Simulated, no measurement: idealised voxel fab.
process module | voxel capacitor over wiring
The cross-section shown here is cut; it is 170 nm wide and divided into square cells measuring 5 nm on a side.
When this document writes out a cross-section, it uses a grid of square cells and lists it as bands, beginning at the top and moving down, with a band standing for one or more rows of cells.
Heights first: top, then bottom, in nm. Then materials, left to right, each with a width in nm. "full width" on a single material: fills the band edge to edge. "air": empty space.
Counting heights begins at 0, where everything beneath is, in the wafer as received, one material. The lowest band has no bottom; it goes on downwards, as "0 nm and below" shows.
Note: "30->40" means the width goes from the first number (top row of the band) to the second number (bottom row) in equal steps per row of cells.
Any step labelled "changes: none" changed none of the cells in the cross-section.
If an empty space has no open way to the top and is at least 8 cells in size, "Closed internal cavities" lists it, written width x height at distance, where distance is measured from the left edge and every value is in nm.
Anything after a step's settings on that line? It's the simulator's own note about the step.
overlay nm, on a step with a mask: how far to the right of its planned place the mask lay; to the left if negative
Note: before/after cross-section pairs follow, one process step per pair, after-side truncated at the lowest changed band, step and settings given beneath. Different runs of this module on the same starting wafer may supply the pairs; a pair continues the one above only where the "Pre-step geometry" entry says so.

Pre-step geometry
85 nm to 75 nm: 35 nm air; 70 nm TiN; 65 nm air
75 nm to 70 nm: 35 nm air; 70 nm SiN; 65 nm air
70 nm to 65 nm: 30 nm air; 80 nm TiN; 60 nm air
65 nm to 60 nm: 40 nm TiN; 5 nm Ru; 125 nm TiN
60 nm to 40 nm: 35 nm lowk; 5 nm TiN; 5 nm Ru; 5 nm TiN; 120 nm lowk
40 nm to 35 nm: 35 nm SiCN; 15 nm TiN; 120 nm SiCN
35 nm to 15 nm: 25 nm lowk; 5 nm TiN; 15 nm Ru; 5 nm TiN; 65 nm lowk; 5 nm TiN; 15 nm Ru; 5 nm TiN; 30 nm lowk
15 nm to 10 nm: 25 nm SiN; 25 nm TiN; 65 nm SiN; 25 nm TiN; 30 nm SiN
10 nm to 0 nm: SiO2 full width
0 nm and below: Si full width
Closed internal cavities: none

Step Result
105 nm to 85 nm: SiO2 full width
85 nm to 75 nm: 35 nm SiO2; 70 nm TiN; 65 nm SiO2
75 nm to 70 nm: 35 nm SiO2; 70 nm SiN; 65 nm SiO2
70 nm to 65 nm: 30 nm SiO2; 80 nm TiN; 60 nm SiO2
Rest of section, below 65: as before.
Closed internal cavities: none
The before and after cross-sections above are linked by op FILL_DEP | material SiO2 | thk nm 20

Pre-step geometry: For the state before this step, see the after cross-section of the pair located directly above.

Step Result
95 nm to 85 nm: SiO2 full width
Rest of section, below 85: as before.
Closed internal cavities: none
The before and after cross-sections above are linked by op CMP | height nm 95

Pre-step geometry: For the state before this step, see the after cross-section of the pair located directly above.

Step Result
110 nm to 95 nm: 45 nm resist; 15 nm air; 110 nm resist
Rest of section, below 95: as before.
Closed internal cavities: none
The before and after cross-sections above are linked by op PATTERN | tone open | mask id PLUG_2 | material resist | width nm 15 | thk nm 15 | overlay nm 0

Pre-step geometry: For the state before this step, see the after cross-section of the pair located directly above.

Step Result
110 nm to 95 nm: 45 nm resist; 15 nm air; 110 nm resist
95 nm to 85 nm: 45 nm SiO2; 15 nm air; 110 nm SiO2
Rest of section, below 85: as before.
Closed internal cavities: none
The before and after cross-sections above are linked by op DIRECTIONAL_ETCH | etch materials SiO2 | depth nm 15

Pre-step geometry: For the state before this step, see the after cross-section of the pair located directly above.

Step Result
95 nm to 85 nm: 45 nm SiO2; 15 nm air; 110 nm SiO2
Rest of section, below 85: as before.
Closed internal cavities: none
The before and after cross-sections above are linked by op STRIP | etch materials resist

Pre-step geometry: For the state before this step, see the after cross-section of the pair located directly above.

Step Result
100 nm to 95 nm: 50 nm TiN; 5 nm air; 115 nm TiN
95 nm to 90 nm: 45 nm SiO2; 5 nm TiN; 5 nm air; 5 nm TiN; 110 nm SiO2
90 nm to 85 nm: 45 nm SiO2; 15 nm TiN; 110 nm SiO2
Rest of section, below 85: as before.
Closed internal cavities: none
The before and after cross-sections above are linked by op CONFORMAL_DEP | material TiN | thk nm 5

Pre-step geometry: For the state before this step, see the after cross-section of the pair located directly above.

Step Result
105 nm to 100 nm: Ru full width
100 nm to 95 nm: 50 nm TiN; 5 nm Ru; 115 nm TiN
95 nm to 90 nm: 45 nm SiO2; 5 nm TiN; 5 nm Ru; 5 nm TiN; 110 nm SiO2
Rest of section, below 90: as before.
Closed internal cavities: none
The before and after cross-sections above are linked by op FILL_DEP | material Ru | thk nm 5

Pre-step geometry: For the state before this step, see the after cross-section of the pair located directly above.

Step Result
95 nm to 90 nm: 45 nm SiO2; 5 nm TiN; 5 nm Ru; 5 nm TiN; 110 nm SiO2
Rest of section, below 90: as before.
Closed internal cavities: none
The before and after cross-sections above are linked by op CMP | height nm 95

Pre-step geometry: For the state before this step, see the after cross-section of the pair located directly above.

Step Result
100 nm to 95 nm: SiCN full width
Rest of section, below 95: as before.
Closed internal cavities: none
The before and after cross-sections above are linked by op CONFORMAL_DEP | material SiCN | thk nm 5

Pre-step geometry
35 nm to 15 nm: lowk full width
15 nm to 10 nm: SiN full width
10 nm to 0 nm: SiO2 full width
0 nm and below: Si full width
Closed internal cavities: none

Step Result
55 nm to 35 nm: 25 nm resist; 30 nm air; 60 nm resist; 30 nm air; 25 nm resist
Rest of section, below 35: as before.
Closed internal cavities: none
The before and after cross-sections above are linked by op PATTERN | tone open | mask id METAL_1 | material resist | width nm 30 | pitch nm 90 | thk nm 20 | overlay nm 0

Pre-step geometry: For the state before this step, see the after cross-section of the pair located directly above.

Step Result
55 nm to 35 nm: 25 nm resist; 30 nm air; 60 nm resist; 30 nm air; 25 nm resist
35 nm to 15 nm: 25 nm lowk; 30 nm air; 60 nm lowk; 30 nm air; 25 nm lowk
Rest of section, below 15: as before.
Closed internal cavities: none
The before and after cross-sections above are linked by op DIRECTIONAL_ETCH | etch materials lowk | depth nm 20

Pre-step geometry: For the state before this step, see the after cross-section of the pair located directly above.

Step Result
55 nm to 35 nm: 25 nm resist; 30 nm air; 60 nm resist; 30 nm air; 25 nm resist
35 nm to 15 nm: 25 nm lowk; 30 nm air; 60 nm lowk; 30 nm air; 25 nm lowk
15 nm to 10 nm: 25 nm SiN; 30 nm air; 60 nm SiN; 30 nm air; 25 nm SiN
Rest of section, below 10: as before.
Closed internal cavities: none
The before and after cross-sections above are linked by op DIRECTIONAL_ETCH | etch materials SiN | depth nm 5

Pre-step geometry: For the state before this step, see the after cross-section of the pair located directly above.

Step Result
35 nm to 15 nm: 25 nm lowk; 30 nm air; 60 nm lowk; 30 nm air; 25 nm lowk
Rest of section, below 15: as before.
Closed internal cavities: none
The before and after cross-sections above are linked by op STRIP | etch materials resist

Pre-step geometry: For the state before this step, see the after cross-section of the pair located directly above.

Step Result
40 nm to 35 nm: 30 nm TiN; 20 nm air; 70 nm TiN; 20 nm air; 30 nm TiN
35 nm to 15 nm: 25 nm lowk; 5 nm TiN; 20 nm air; 5 nm TiN; 60 nm lowk; 5 nm TiN; 20 nm air; 5 nm TiN; 25 nm lowk
15 nm to 10 nm: 25 nm SiN; 30 nm TiN; 60 nm SiN; 30 nm TiN; 25 nm SiN
Rest of section, below 10: as before.
Closed internal cavities: none
The before and after cross-sections above are linked by op CONFORMAL_DEP | material TiN | thk nm 5

Pre-step geometry: For the state before this step, see the after cross-section of the pair located directly above.

Step Result
45 nm to 40 nm: Ru full width
40 nm to 35 nm: 30 nm TiN; 20 nm Ru; 70 nm TiN; 20 nm Ru; 30 nm TiN
35 nm to 15 nm: 25 nm lowk; 5 nm TiN; 20 nm Ru; 5 nm TiN; 60 nm lowk; 5 nm TiN; 20 nm Ru; 5 nm TiN; 25 nm lowk
Rest of section, below 15: as before.
Closed internal cavities: none
The before and after cross-sections above are linked by op FILL_DEP | material Ru | thk nm 5

Pre-step geometry: For the state before this step, see the after cross-section of the pair located directly above.

Step Result
35 nm to 15 nm: 25 nm lowk; 5 nm TiN; 20 nm Ru; 5 nm TiN; 60 nm lowk; 5 nm TiN; 20 nm Ru; 5 nm TiN; 25 nm lowk
Rest of section, below 15: as before.
Closed internal cavities: none
The before and after cross-sections above are linked by op CMP | height nm 35

Pre-step geometry: For the state before this step, see the after cross-section of the pair located directly above.

Step Result
40 nm to 35 nm: SiCN full width
Rest of section, below 35: as before.
Closed internal cavities: none
The before and after cross-sections above are linked by op CONFORMAL_DEP | material SiCN | thk nm 5

Pre-step geometry: For the state before this step, see the after cross-section of the pair located directly above.

Step Result
60 nm to 40 nm: lowk full width
Rest of section, below 40: as before.
Closed internal cavities: none
The before and after cross-sections above are linked by op DIRECTIONAL_DEP | material lowk | thk nm 20

Pre-step geometry: For the state before this step, see the after cross-section of the pair located directly above.

Step Result
60 nm to 40 nm: 35 nm lowk; 15 nm air; 120 nm lowk
Rest of section, below 40: as before.
Closed internal cavities: none
The before and after cross-sections above are linked by op MASKED_ETCH | tone open | mask id PLUG_1 | width nm 15 | etch materials lowk | depth nm 20 | overlay nm 0

Pre-step geometry: For the state before this step, see the after cross-section of the pair located directly above.

Step Result
60 nm to 40 nm: 35 nm lowk; 15 nm air; 120 nm lowk
40 nm to 35 nm: 35 nm SiCN; 15 nm air; 120 nm SiCN
Rest of section, below 35: as before.
Closed internal cavities: none
The before and after cross-sections above are linked by op MASKED_ETCH | tone open | mask id PLUG_1 | width nm 15 | etch materials SiCN | depth nm 5 | overlay nm 0

Pre-step geometry: For the state before this step, see the after cross-section of the pair located directly above.

Step Result
65 nm to 60 nm: 40 nm TiN; 5 nm air; 125 nm TiN
60 nm to 40 nm: 35 nm lowk; 5 nm TiN; 5 nm air; 5 nm TiN; 120 nm lowk
40 nm to 35 nm: 35 nm SiCN; 15 nm TiN; 120 nm SiCN
Rest of section, below 35: as before.
Closed internal cavities: none
The before and after cross-sections above are linked by op CONFORMAL_DEP | material TiN | thk nm 5

Pre-step geometry: For the state before this step, see the after cross-section of the pair located directly above.

Step Result
70 nm to 65 nm: Ru full width
65 nm to 60 nm: 40 nm TiN; 5 nm Ru; 125 nm TiN
60 nm to 40 nm: 35 nm lowk; 5 nm TiN; 5 nm Ru; 5 nm TiN; 120 nm lowk
Rest of section, below 40: as before.
Closed internal cavities: none
The before and after cross-sections above are linked by op FILL_DEP | material Ru | thk nm 5

Pre-step geometry: For the state before this step, see the after cross-section of the pair located directly above.

Step Result
60 nm to 40 nm: 35 nm lowk; 5 nm TiN; 5 nm Ru; 5 nm TiN; 120 nm lowk
Rest of section, below 40: as before.
Closed internal cavities: none
The before and after cross-sections above are linked by op CMP | height nm 60

Pre-step geometry: For the state before this step, see the after cross-section of the pair located directly above.

Step Result
65 nm to 60 nm: TiN full width
Rest of section, below 60: as before.
Closed internal cavities: none
The before and after cross-sections above are linked by op DIRECTIONAL_DEP | material TiN | thk nm 5

Pre-step geometry: For the state before this step, see the after cross-section of the pair located directly above.

Step Result
70 nm to 65 nm: SiN full width
Rest of section, below 65: as before.
Closed internal cavities: none
The before and after cross-sections above are linked by op DIRECTIONAL_DEP | material SiN | thk nm 5

Pre-step geometry: For the state before this step, see the after cross-section of the pair located directly above.

Step Result
80 nm to 70 nm: TiN full width
Rest of section, below 70: as before.
Closed internal cavities: none
The before and after cross-sections above are linked by op DIRECTIONAL_DEP | material TiN | thk nm 10

Pre-step geometry: For the state before this step, see the after cross-section of the pair located directly above.

Step Result
80 nm to 70 nm: 35 nm air; 70 nm TiN; 65 nm air
Rest of section, below 70: as before.
Closed internal cavities: none
The before and after cross-sections above are linked by op MASKED_ETCH | tone cover | mask id UPPER_PLATE | width nm 70 | etch materials TiN | depth nm 10 | overlay nm 0

Pre-step geometry: For the state before this step, see the after cross-section of the pair located directly above.

Step Result
80 nm to 70 nm: 35 nm air; 70 nm TiN; 65 nm air
70 nm to 65 nm: 35 nm air; 70 nm SiN; 65 nm air
Rest of section, below 65: as before.
Closed internal cavities: none
The before and after cross-sections above are linked by op MASKED_ETCH | tone cover | mask id UPPER_PLATE | width nm 70 | etch materials SiN | depth nm 5 | overlay nm 0

Pre-step geometry: For the state before this step, see the after cross-section of the pair located directly above.

Step Result
80 nm to 70 nm: 35 nm air; 70 nm TiN; 65 nm air
70 nm to 65 nm: 35 nm air; 70 nm SiN; 65 nm air
65 nm to 60 nm: 30 nm air; 80 nm TiN; 60 nm air
Rest of section, below 60: as before.
Closed internal cavities: none
The before and after cross-sections above are linked by op MASKED_ETCH | tone cover | mask id LOWER_PLATE | width nm 80 | etch materials TiN | depth nm 5 | overlay nm 0

Pre-step geometry: For the state before this step, see the after cross-section of the pair located directly above.

Step Result
100 nm to 80 nm: SiO2 full width
80 nm to 70 nm: 35 nm SiO2; 70 nm TiN; 65 nm SiO2
70 nm to 65 nm: 35 nm SiO2; 70 nm SiN; 65 nm SiO2
65 nm to 60 nm: 30 nm SiO2; 80 nm TiN; 60 nm SiO2
Rest of section, below 60: as before.
Closed internal cavities: none
The before and after cross-sections above are linked by op FILL_DEP | material SiO2 | thk nm 20

Pre-step geometry: For the state before this step, see the after cross-section of the pair located directly above.

Step Result
95 nm to 80 nm: SiO2 full width
Rest of section, below 80: as before.
Closed internal cavities: none
The before and after cross-sections above are linked by op CMP | height nm 95

Pre-step geometry: For the state before this step, see the after cross-section of the pair located directly above.

Step Result
110 nm to 95 nm: 45 nm resist; 15 nm air; 110 nm resist
Rest of section, below 95: as before.
Closed internal cavities: none
The before and after cross-sections above are linked by op PATTERN | tone open | mask id PLUG_2 | material resist | width nm 15 | thk nm 15 | overlay nm 0

Pre-step geometry: For the state before this step, see the after cross-section of the pair located directly above.

Step Result
110 nm to 95 nm: 45 nm resist; 15 nm air; 110 nm resist
95 nm to 80 nm: 45 nm SiO2; 15 nm air; 110 nm SiO2
Rest of section, below 80: as before.
Closed internal cavities: none
The before and after cross-sections above are linked by op DIRECTIONAL_ETCH | etch materials SiO2 | depth nm 15

Pre-step geometry: For the state before this step, see the after cross-section of the pair located directly above.

Step Result
95 nm to 80 nm: 45 nm SiO2; 15 nm air; 110 nm SiO2
Rest of section, below 80: as before.
Closed internal cavities: none
The before and after cross-sections above are linked by op STRIP | etch materials resist

Pre-step geometry: For the state before this step, see the after cross-section of the pair located directly above.

Step Result
100 nm to 95 nm: 50 nm TiN; 5 nm air; 115 nm TiN
95 nm to 85 nm: 45 nm SiO2; 5 nm TiN; 5 nm air; 5 nm TiN; 110 nm SiO2
85 nm to 80 nm: 45 nm SiO2; 15 nm TiN; 110 nm SiO2
Rest of section, below 80: as before.
Closed internal cavities: none
The before and after cross-sections above are linked by op CONFORMAL_DEP | material TiN | thk nm 5

Pre-step geometry: For the state before this step, see the after cross-section of the pair located directly above.

Step Result
105 nm to 100 nm: Ru full width
100 nm to 95 nm: 50 nm TiN; 5 nm Ru; 115 nm TiN
95 nm to 85 nm: 45 nm SiO2; 5 nm TiN; 5 nm Ru; 5 nm TiN; 110 nm SiO2
Rest of section, below 85: as before.
Closed internal cavities: none
The before and after cross-sections above are linked by op FILL_DEP | material Ru | thk nm 5

Pre-step geometry: For the state before this step, see the after cross-section of the pair located directly above.

Step Result
95 nm to 85 nm: 45 nm SiO2; 5 nm TiN; 5 nm Ru; 5 nm TiN; 110 nm SiO2
Rest of section, below 85: as before.
Closed internal cavities: none
The before and after cross-sections above are linked by op CMP | height nm 95

Pre-step geometry: For the state before this step, see the after cross-section of the pair located directly above.

Step Result
100 nm to 95 nm: SiCN full width
Rest of section, below 95: as before.
Closed internal cavities: none
The before and after cross-sections above are linked by op CONFORMAL_DEP | material SiCN | thk nm 5

Pre-step geometry
60 nm to 40 nm: 35 nm lowk; 15 nm air; 120 nm lowk
40 nm to 35 nm: SiCN full width
35 nm to 15 nm: 25 nm lowk; 5 nm TiN; 15 nm Ru; 5 nm TiN; 65 nm lowk; 5 nm TiN; 15 nm Ru; 5 nm TiN; 30 nm lowk
15 nm to 10 nm: 25 nm SiN; 25 nm TiN; 65 nm SiN; 25 nm TiN; 30 nm SiN
10 nm to 0 nm: SiO2 full width
0 nm and below: Si full width
Closed internal cavities: none

Step Result
60 nm to 40 nm: 35 nm lowk; 15 nm air; 120 nm lowk
40 nm to 35 nm: 35 nm SiCN; 10 nm air; 125 nm SiCN
Rest of section, below 35: as before.
Closed internal cavities: none
The before and after cross-sections above are linked by op MASKED_ETCH | tone open | mask id PLUG_1 | width nm 15 | etch materials SiCN | depth nm 5 | overlay nm -5

Pre-step geometry: For the state before this step, see the after cross-section of the pair located directly above.

Step Result
65 nm to 60 nm: 40 nm TiN; 5 nm air; 125 nm TiN
60 nm to 45 nm: 35 nm lowk; 5 nm TiN; 5 nm air; 5 nm TiN; 120 nm lowk
45 nm to 40 nm: 35 nm lowk; 15 nm TiN; 120 nm lowk
40 nm to 35 nm: 35 nm SiCN; 10 nm TiN; 125 nm SiCN
Rest of section, below 35: as before.
Closed internal cavities: none
The before and after cross-sections above are linked by op CONFORMAL_DEP | material TiN | thk nm 5

Pre-step geometry: For the state before this step, see the after cross-section of the pair located directly above.

Step Result
70 nm to 65 nm: Ru full width
65 nm to 60 nm: 40 nm TiN; 5 nm Ru; 125 nm TiN
60 nm to 45 nm: 35 nm lowk; 5 nm TiN; 5 nm Ru; 5 nm TiN; 120 nm lowk
Rest of section, below 45: as before.
Closed internal cavities: none
The before and after cross-sections above are linked by op FILL_DEP | material Ru | thk nm 5

Pre-step geometry: For the state before this step, see the after cross-section of the pair located directly above.

Step Result
60 nm to 45 nm: 35 nm lowk; 5 nm TiN; 5 nm Ru; 5 nm TiN; 120 nm lowk
Rest of section, below 45: as before.
Closed internal cavities: none
The before and after cross-sections above are linked by op CMP | height nm 60

Pre-step geometry: For the state before this step, see the after cross-section of the pair located directly above.

Step Result
65 nm to 60 nm: TiN full width
Rest of section, below 60: as before.
Closed internal cavities: none
The before and after cross-sections above are linked by op DIRECTIONAL_DEP | material TiN | thk nm 5

Pre-step geometry: For the state before this step, see the after cross-section of the pair located directly above.

Step Result
70 nm to 65 nm: SiN full width
Rest of section, below 65: as before.
Closed internal cavities: none
The before and after cross-sections above are linked by op DIRECTIONAL_DEP | material SiN | thk nm 5

Pre-step geometry: For the state before this step, see the after cross-section of the pair located directly above.

Step Result
80 nm to 70 nm: TiN full width
Rest of section, below 70: as before.
Closed internal cavities: none
The before and after cross-sections above are linked by op DIRECTIONAL_DEP | material TiN | thk nm 10

Pre-step geometry: For the state before this step, see the after cross-section of the pair located directly above.

Step Result
80 nm to 70 nm: 35 nm air; 70 nm TiN; 65 nm air
Rest of section, below 70: as before.
Closed internal cavities: none
The before and after cross-sections above are linked by op MASKED_ETCH | tone cover | mask id UPPER_PLATE | width nm 70 | etch materials TiN | depth nm 10 | overlay nm 0

Pre-step geometry: For the state before this step, see the after cross-section of the pair located directly above.

Step Result
80 nm to 70 nm: 35 nm air; 70 nm TiN; 65 nm air
70 nm to 65 nm: 35 nm air; 70 nm SiN; 65 nm air
Rest of section, below 65: as before.
Closed internal cavities: none
The before and after cross-sections above are linked by op MASKED_ETCH | tone cover | mask id UPPER_PLATE | width nm 70 | etch materials SiN | depth nm 5 | overlay nm 0

Pre-step geometry: For the state before this step, see the after cross-section of the pair located directly above.

Step Result
80 nm to 70 nm: 35 nm air; 70 nm TiN; 65 nm air
70 nm to 65 nm: 35 nm air; 70 nm SiN; 65 nm air
65 nm to 60 nm: 30 nm air; 80 nm TiN; 60 nm air
Rest of section, below 60: as before.
Closed internal cavities: none
The before and after cross-sections above are linked by op MASKED_ETCH | tone cover | mask id LOWER_PLATE | width nm 80 | etch materials TiN | depth nm 5 | overlay nm 0

Pre-step geometry: For the state before this step, see the after cross-section of the pair located directly above.

Step Result
100 nm to 80 nm: SiO2 full width
80 nm to 70 nm: 35 nm SiO2; 70 nm TiN; 65 nm SiO2
70 nm to 65 nm: 35 nm SiO2; 70 nm SiN; 65 nm SiO2
65 nm to 60 nm: 30 nm SiO2; 80 nm TiN; 60 nm SiO2
Rest of section, below 60: as before.
Closed internal cavities: none
The before and after cross-sections above are linked by op FILL_DEP | material SiO2 | thk nm 20

Pre-step geometry: For the state before this step, see the after cross-section of the pair located directly above.

Step Result
95 nm to 80 nm: SiO2 full width
Rest of section, below 80: as before.
Closed internal cavities: none
The before and after cross-sections above are linked by op CMP | height nm 95

Pre-step geometry: For the state before this step, see the after cross-section of the pair located directly above.

Step Result
110 nm to 95 nm: 45 nm resist; 15 nm air; 110 nm resist
Rest of section, below 95: as before.
Closed internal cavities: none
The before and after cross-sections above are linked by op PATTERN | tone open | mask id PLUG_2 | material resist | width nm 15 | thk nm 15 | overlay nm 0

Pre-step geometry: For the state before this step, see the after cross-section of the pair located directly above.

Step Result
110 nm to 95 nm: 45 nm resist; 15 nm air; 110 nm resist
95 nm to 80 nm: 45 nm SiO2; 15 nm air; 110 nm SiO2
Rest of section, below 80: as before.
Closed internal cavities: none
The before and after cross-sections above are linked by op DIRECTIONAL_ETCH | etch materials SiO2 | depth nm 15

Pre-step geometry: For the state before this step, see the after cross-section of the pair located directly above.

Step Result
95 nm to 80 nm: 45 nm SiO2; 15 nm air; 110 nm SiO2
Rest of section, below 80: as before.
Closed internal cavities: none
The before and after cross-sections above are linked by op STRIP | etch materials resist

Pre-step geometry: For the state before this step, see the after cross-section of the pair located directly above.

Step Result
100 nm to 95 nm: 50 nm TiN; 5 nm air; 115 nm TiN
95 nm to 85 nm: 45 nm SiO2; 5 nm TiN; 5 nm air; 5 nm TiN; 110 nm SiO2
85 nm to 80 nm: 45 nm SiO2; 15 nm TiN; 110 nm SiO2
Rest of section, below 80: as before.
Closed internal cavities: none
The before and after cross-sections above are linked by op CONFORMAL_DEP | material TiN | thk nm 5

Pre-step geometry: For the state before this step, see the after cross-section of the pair located directly above.

Step Result
105 nm to 100 nm: Ru full width
100 nm to 95 nm: 50 nm TiN; 5 nm Ru; 115 nm TiN
95 nm to 85 nm: 45 nm SiO2; 5 nm TiN; 5 nm Ru; 5 nm TiN; 110 nm SiO2
Rest of section, below 85: as before.
Closed internal cavities: none
The before and after cross-sections above are linked by op FILL_DEP | material Ru | thk nm 5

Pre-step geometry: For the state before this step, see the after cross-section of the pair located directly above.

Step Result
95 nm to 85 nm: 45 nm SiO2; 5 nm TiN; 5 nm Ru; 5 nm TiN; 110 nm SiO2
Rest of section, below 85: as before.
Closed internal cavities: none
The before and after cross-sections above are linked by op CMP | height nm 95

Pre-step geometry: For the state before this step, see the after cross-section of the pair located directly above.

Step Result
100 nm to 95 nm: SiCN full width
Rest of section, below 95: as before.
Closed internal cavities: none
The before and after cross-sections above are linked by op CONFORMAL_DEP | material SiCN | thk nm 5

Pre-step geometry
40 nm to 35 nm: SiCN full width
35 nm to 15 nm: 25 nm lowk; 5 nm TiN; 15 nm Ru; 5 nm TiN; 65 nm lowk; 5 nm TiN; 15 nm Ru; 5 nm TiN; 30 nm lowk
15 nm to 10 nm: 25 nm SiN; 25 nm TiN; 65 nm SiN; 25 nm TiN; 30 nm SiN
10 nm to 0 nm: SiO2 full width
0 nm and below: Si full width
Closed internal cavities: none

Step Result
60 nm to 35 nm: SiCN full width
Rest of section, below 35: as before.
Closed internal cavities: none
The before and after cross-sections above are linked by op DIRECTIONAL_DEP | material SiCN | thk nm 20

Pre-step geometry: For the state before this step, see the after cross-section of the pair located directly above.

Step Result
60 nm to 55 nm: 35 nm SiCN; 15 nm air; 120 nm SiCN
Rest of section, below 55: as before.
Closed internal cavities: none
The before and after cross-sections above are linked by op MASKED_ETCH | tone open | mask id PLUG_1 | width nm 15 | etch materials SiCN | depth nm 5 | overlay nm 0

Pre-step geometry: For the state before this step, see the after cross-section of the pair located directly above.

Step Result
65 nm to 60 nm: 40 nm TiN; 5 nm air; 125 nm TiN
60 nm to 55 nm: 35 nm SiCN; 15 nm TiN; 120 nm SiCN
Rest of section, below 55: as before.
Closed internal cavities: none
The before and after cross-sections above are linked by op CONFORMAL_DEP | material TiN | thk nm 5

Pre-step geometry: For the state before this step, see the after cross-section of the pair located directly above.

Step Result
70 nm to 65 nm: Ru full width
65 nm to 60 nm: 40 nm TiN; 5 nm Ru; 125 nm TiN
Rest of section, below 60: as before.
Closed internal cavities: none
The before and after cross-sections above are linked by op FILL_DEP | material Ru | thk nm 5

Pre-step geometry: For the state before this step, see the after cross-section of the pair located directly above.

Step Result
60 nm to 55 nm: 35 nm SiCN; 15 nm TiN; 120 nm SiCN
Rest of section, below 55: as before.
Closed internal cavities: none
The before and after cross-sections above are linked by op CMP | height nm 60

Pre-step geometry: For the state before this step, see the after cross-section of the pair located directly above.

Step Result
65 nm to 60 nm: TiN full width
Rest of section, below 60: as before.
Closed internal cavities: none
The before and after cross-sections above are linked by op DIRECTIONAL_DEP | material TiN | thk nm 5

Pre-step geometry: For the state before this step, see the after cross-section of the pair located directly above.

Step Result
70 nm to 65 nm: SiN full width
Rest of section, below 65: as before.
Closed internal cavities: none
The before and after cross-sections above are linked by op DIRECTIONAL_DEP | material SiN | thk nm 5

Pre-step geometry: For the state before this step, see the after cross-section of the pair located directly above.

Step Result
80 nm to 70 nm: TiN full width
Rest of section, below 70: as before.
Closed internal cavities: none
The before and after cross-sections above are linked by op DIRECTIONAL_DEP | material TiN | thk nm 10

Pre-step geometry: For the state before this step, see the after cross-section of the pair located directly above.

Step Result
80 nm to 70 nm: 35 nm air; 70 nm TiN; 65 nm air
Rest of section, below 70: as before.
Closed internal cavities: none
The before and after cross-sections above are linked by op MASKED_ETCH | tone cover | mask id UPPER_PLATE | width nm 70 | etch materials TiN | depth nm 10 | overlay nm 0

Pre-step geometry: For the state before this step, see the after cross-section of the pair located directly above.

Step Result
80 nm to 70 nm: 35 nm air; 70 nm TiN; 65 nm air
70 nm to 65 nm: 35 nm air; 70 nm SiN; 65 nm air
Rest of section, below 65: as before.
Closed internal cavities: none
The before and after cross-sections above are linked by op MASKED_ETCH | tone cover | mask id UPPER_PLATE | width nm 70 | etch materials SiN | depth nm 5 | overlay nm 0

Pre-step geometry: For the state before this step, see the after cross-section of the pair located directly above.

Step Result
80 nm to 70 nm: 35 nm air; 70 nm TiN; 65 nm air
70 nm to 65 nm: 35 nm air; 70 nm SiN; 65 nm air
65 nm to 60 nm: 30 nm air; 80 nm TiN; 60 nm air
Rest of section, below 60: as before.
Closed internal cavities: none
The before and after cross-sections above are linked by op MASKED_ETCH | tone cover | mask id LOWER_PLATE | width nm 80 | etch materials TiN | depth nm 5 | overlay nm 0

Pre-step geometry: For the state before this step, see the after cross-section of the pair located directly above.

Step Result
100 nm to 80 nm: SiO2 full width
80 nm to 70 nm: 35 nm SiO2; 70 nm TiN; 65 nm SiO2
70 nm to 65 nm: 35 nm SiO2; 70 nm SiN; 65 nm SiO2
65 nm to 60 nm: 30 nm SiO2; 80 nm TiN; 60 nm SiO2
Rest of section, below 60: as before.
Closed internal cavities: none
The before and after cross-sections above are linked by op FILL_DEP | material SiO2 | thk nm 20

Pre-step geometry: For the state before this step, see the after cross-section of the pair located directly above.

Step Result
95 nm to 80 nm: SiO2 full width
Rest of section, below 80: as before.
Closed internal cavities: none
The before and after cross-sections above are linked by op CMP | height nm 95

Pre-step geometry: For the state before this step, see the after cross-section of the pair located directly above.

Step Result
110 nm to 95 nm: 45 nm resist; 15 nm air; 110 nm resist
Rest of section, below 95: as before.
Closed internal cavities: none
The before and after cross-sections above are linked by op PATTERN | tone open | mask id PLUG_2 | material resist | width nm 15 | thk nm 15 | overlay nm 0

Pre-step geometry: For the state before this step, see the after cross-section of the pair located directly above.

Step Result
110 nm to 95 nm: 45 nm resist; 15 nm air; 110 nm resist
95 nm to 80 nm: 45 nm SiO2; 15 nm air; 110 nm SiO2
Rest of section, below 80: as before.
Closed internal cavities: none
The before and after cross-sections above are linked by op DIRECTIONAL_ETCH | etch materials SiO2 | depth nm 15

Pre-step geometry: For the state before this step, see the after cross-section of the pair located directly above.

Step Result
95 nm to 80 nm: 45 nm SiO2; 15 nm air; 110 nm SiO2
Rest of section, below 80: as before.
Closed internal cavities: none
The before and after cross-sections above are linked by op STRIP | etch materials resist

Pre-step geometry: For the state before this step, see the after cross-section of the pair located directly above.

Step Result
100 nm to 95 nm: 50 nm TiN; 5 nm air; 115 nm TiN
95 nm to 85 nm: 45 nm SiO2; 5 nm TiN; 5 nm air; 5 nm TiN; 110 nm SiO2
85 nm to 80 nm: 45 nm SiO2; 15 nm TiN; 110 nm SiO2
Rest of section, below 80: as before.
Closed internal cavities: none
The before and after cross-sections above are linked by op CONFORMAL_DEP | material TiN | thk nm 5

Pre-step geometry: For the state before this step, see the after cross-section of the pair located directly above.

Step Result
105 nm to 100 nm: Ru full width
100 nm to 95 nm: 50 nm TiN; 5 nm Ru; 115 nm TiN
95 nm to 85 nm: 45 nm SiO2; 5 nm TiN; 5 nm Ru; 5 nm TiN; 110 nm SiO2
Rest of section, below 85: as before.
Closed internal cavities: none
The before and after cross-sections above are linked by op FILL_DEP | material Ru | thk nm 5

Pre-step geometry: For the state before this step, see the after cross-section of the pair located directly above.

Step Result
95 nm to 85 nm: 45 nm SiO2; 5 nm TiN; 5 nm Ru; 5 nm TiN; 110 nm SiO2
Rest of section, below 85: as before.
Closed internal cavities: none
The before and after cross-sections above are linked by op CMP | height nm 95

Pre-step geometry: For the state before this step, see the after cross-section of the pair located directly above.

Step Result
100 nm to 95 nm: SiCN full width
Rest of section, below 95: as before.
Closed internal cavities: none
The before and after cross-sections above are linked by op CONFORMAL_DEP | material SiCN | thk nm 5
